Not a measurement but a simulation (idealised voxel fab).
Process module, titled voxel transistor to metal
The figure presents cross-section cut, which has a width of 190 nm and is divided into square cells with an edge length of 5 nm.
Cross-section spec: square-cell grid; bands listed top down; each band is one or more rows. Quick guide to a band line: top height, bottom height (nm) up front; then every material left to right with its width in nm. Only one material and it's marked "all across"? Then it fills the band edge to edge. And "empty" just means empty space. We count height from 0. Below that, the starting wafer is all one material. The lowest band never ends at the bottom but goes on down; see "0..down" for how that is written. The two numbers in a width such as "30 to 40" mark its ends across the band: the first belongs to the top row of cells, the second to the bottom row, and from each row to the next the width moves by the same amount. Step marked "remained the same"? Then no cell in the cross-section changed in it. The entry titled "Closed void inventory" provides the empty spaces that have no open way to the top, restricted to those of 8 cells or more. Each is presented as width x height at distance, the distance being measured from the left edge, with all three in nm. Where a step's line continues beyond its settings, the continuation is a remark by the simulator itself on that step. overlay nm: mask offset rightward from planned place, masked step; negative means leftward offset.
## The following list gives the planned process steps
1. RECEIVE, material Si
2. OXIDIZE, depth nm 5
3. CONFORMAL_DEP, material SiN, thk nm 10
4. MASKED_ETCH, tone cover, mask id ACTIVE, width nm 125, etch materials SiN, depth nm 10, overlay nm 0
5. MASKED_ETCH, tone cover, mask id ACTIVE, width nm 125, etch materials SiO2, depth nm 5, overlay nm 0
6. MASKED_ETCH, tone cover, mask id ACTIVE, width nm 125, etch materials Si, depth nm 20, overlay nm 0
7. OXIDIZE, depth nm 5
8. FILL_DEP, material SiO2, thk nm 5
9. CMP, height nm 10
10. SELECTIVE_ETCH, etch materials SiO2, depth nm 5
11. STRIP, etch materials SiN
12. SELECTIVE_ETCH, etch materials SiO2, depth nm 5
13. OXIDIZE, depth nm 5
14. DIRECTIONAL_DEP, material polySi, thk nm 30
15. DIRECTIONAL_DEP, material SiCN, thk nm 10
16. MASKED_ETCH, tone cover, mask id GATE, width nm 35, etch materials SiCN, depth nm 20, overlay nm 0
17. MASKED_ETCH, tone cover, mask id GATE, width nm 35, etch materials polySi, depth nm 40, overlay nm 0
18. CONFORMAL_DEP, material SiN, thk nm 5
19. DIRECTIONAL_ETCH, etch materials SiN, depth nm 5
20. DIRECTIONAL_ETCH, etch materials SiO2, depth nm 5
21. EPI, material pSi, thk nm 5
22. FILL_DEP, material SiO2, thk nm 10
23. CMP, height nm 25
24. STRIP, etch materials polySi
25. SELECTIVE_ETCH, etch materials SiO2, depth nm 5
26. CONFORMAL_DEP, material HfO2, thk nm 5
27. CONFORMAL_DEP, material TiN, thk nm 5
28. FILL_DEP, material W, thk nm 5
29. CMP, height nm 20
30. DIRECTIONAL_DEP, material SiO2, thk nm 10
31. MASKED_ETCH, tone open, mask id CONTACT, width nm 20, pitch nm 85, etch materials SiO2, depth nm 35, overlay nm 0
32. CONFORMAL_DEP, material TiN, thk nm 5
33. FILL_DEP, material Ru, thk nm 5
34. CMP, height nm 30
35. CONFORMAL_DEP, material SiCN, thk nm 5
36. DIRECTIONAL_DEP, material SiO2, thk nm 25
37. PATTERN, tone open, mask id METAL_1, material resist, width nm 20, pitch nm 85, thk nm 15, overlay nm 0
38. DIRECTIONAL_ETCH, etch materials SiO2, depth nm 25
39. DIRECTIONAL_ETCH, etch materials SiCN, depth nm 5
40. STRIP, etch materials resist
41. CONFORMAL_DEP, material TiN, thk nm 5
42. FILL_DEP, material Cu, thk nm 5
43. CMP, height nm 60
44. EPI, material Ru, thk nm 5
45. FILL_DEP, material SiCN, thk nm 5
46. DIRECTIONAL_DEP, material lowk, thk nm 30
47. PATTERN, tone open, mask id METAL_2_HOLES, material resist, width nm 15, pitch nm 85, thk nm 15, overlay nm 0
48. DIRECTIONAL_ETCH, etch materials lowk, depth nm 30
49. STRIP, etch materials resist
50. PATTERN, tone open, mask id METAL_2, material resist, width nm 20, pitch nm 85, thk nm 15, overlay nm 0
51. DIRECTIONAL_ETCH, etch materials lowk, depth nm 20
52. DIRECTIONAL_ETCH, etch materials SiCN, depth nm 5
53. STRIP, etch materials resist
54. CONFORMAL_DEP, material TiN, thk nm 5
55. FILL_DEP, material Cu, thk nm 5
56. CMP, height nm 100
57. CONFORMAL_DEP, material SiN, thk nm 5
## Cross-section of the wafer upon arrival, representing the state reached after step 1
	0..down = Si all across
	Closed void inventory: none
## Module complete - cross-section of the first of two wafers, run according to plan
	105..100 = SiN all across
	100..85 = 40 nm lowk  5 nm TiN  10 nm Cu  5 nm TiN  65 nm lowk  5 nm TiN  10 nm Cu  5 nm TiN  45 nm lowk
	85..80 = 40 nm lowk  5 nm TiN  5 nm Cu  10 nm TiN  65 nm lowk  5 nm TiN  5 nm Cu  10 nm TiN  45 nm lowk
	80..70 = 40 nm lowk  5 nm TiN  5 nm Cu  5 nm TiN  70 nm lowk  5 nm TiN  5 nm Cu  5 nm TiN  50 nm lowk
	70..65 = 40 nm SiCN  15 nm TiN  70 nm SiCN  15 nm TiN  50 nm SiCN
	65..60 = 35 nm SiCN  30 nm Ru  55 nm SiCN  30 nm Ru  40 nm SiCN
	60..35 = 40 nm SiO2  5 nm TiN  10 nm Cu  5 nm TiN  65 nm SiO2  5 nm TiN  10 nm Cu  5 nm TiN  45 nm SiO2
	35..30 = 40 nm SiCN  20 nm TiN  65 nm SiCN  20 nm TiN  45 nm SiCN
	30..20 = 40 nm SiO2  5 nm TiN  10 nm Ru  5 nm TiN  65 nm SiO2  5 nm TiN  10 nm Ru  5 nm TiN  45 nm SiO2
	20..0 = 40 nm SiO2  5 nm TiN  10 nm Ru  5 nm TiN  10 nm SiO2  5 nm SiN  5 nm HfO2  5 nm TiN  15 nm W  5 nm TiN  5 nm HfO2  5 nm SiN  10 nm SiO2  5 nm TiN  10 nm Ru  5 nm TiN  45 nm SiO2
	0..-5 = 25 nm SiO2  5 nm SiN  10 nm SiO2  20 nm TiN  10 nm SiO2  5 nm SiN  5 nm HfO2  25 nm TiN  5 nm HfO2  5 nm SiN  10 nm SiO2  20 nm TiN  10 nm SiO2  5 nm SiN  30 nm SiO2
	-5..-10 = 30 nm SiO2  40 nm pSi  45 nm HfO2  40 nm pSi  35 nm SiO2
	-10..-30 = 35 nm SiO2  115 nm Si  40 nm SiO2
	-30..down = Si all across
	Closed void inventory: none
## What the second wafer looks like in cross-section once the module is done. Its start and its plan matched the first wafer's exactly; what differed was one mistake in how it was run
	105..100 = SiN all across
	100..85 = 40 nm lowk  5 nm TiN  10 nm Cu  5 nm TiN  65 nm lowk  5 nm TiN  10 nm Cu  5 nm TiN  45 nm lowk
	85..80 = 40 nm lowk  5 nm TiN  5 nm Cu  10 nm TiN  65 nm lowk  5 nm TiN  5 nm Cu  10 nm TiN  45 nm lowk
	80..70 = 40 nm lowk  5 nm TiN  5 nm Cu  5 nm TiN  70 nm lowk  5 nm TiN  5 nm Cu  5 nm TiN  50 nm lowk
	70..65 = 40 nm SiCN  15 nm TiN  70 nm SiCN  15 nm TiN  50 nm SiCN
	65..60 = 35 nm SiCN  30 nm Ru  55 nm SiCN  30 nm Ru  40 nm SiCN
	60..55 = 40 nm SiCN  20 nm TiN  65 nm SiCN  20 nm TiN  45 nm SiCN
	55..30 = SiO2 all across
	30..20 = 40 nm SiO2  5 nm TiN  10 nm Ru  5 nm TiN  65 nm SiO2  5 nm TiN  10 nm Ru  5 nm TiN  45 nm SiO2
	20..0 = 40 nm SiO2  5 nm TiN  10 nm Ru  5 nm TiN  10 nm SiO2  5 nm SiN  5 nm HfO2  5 nm TiN  15 nm W  5 nm TiN  5 nm HfO2  5 nm SiN  10 nm SiO2  5 nm TiN  10 nm Ru  5 nm TiN  45 nm SiO2
	0..-5 = 25 nm SiO2  5 nm SiN  10 nm SiO2  20 nm TiN  10 nm SiO2  5 nm SiN  5 nm HfO2  25 nm TiN  5 nm HfO2  5 nm SiN  10 nm SiO2  20 nm TiN  10 nm SiO2  5 nm SiN  30 nm SiO2
	-5..-10 = 30 nm SiO2  40 nm pSi  45 nm HfO2  40 nm pSi  35 nm SiO2
	-10..-30 = 35 nm SiO2  115 nm Si  40 nm SiO2
	-30..down = Si all across
	Closed void inventory: none
Against the plan, the run slipped here: steps 35 and 36: order swapped relative to plan
Wrapping up, a cell-based count of both wafers puts the second over or under the first for these materials: -20 Cu | +40 SiO2 | -20 TiN
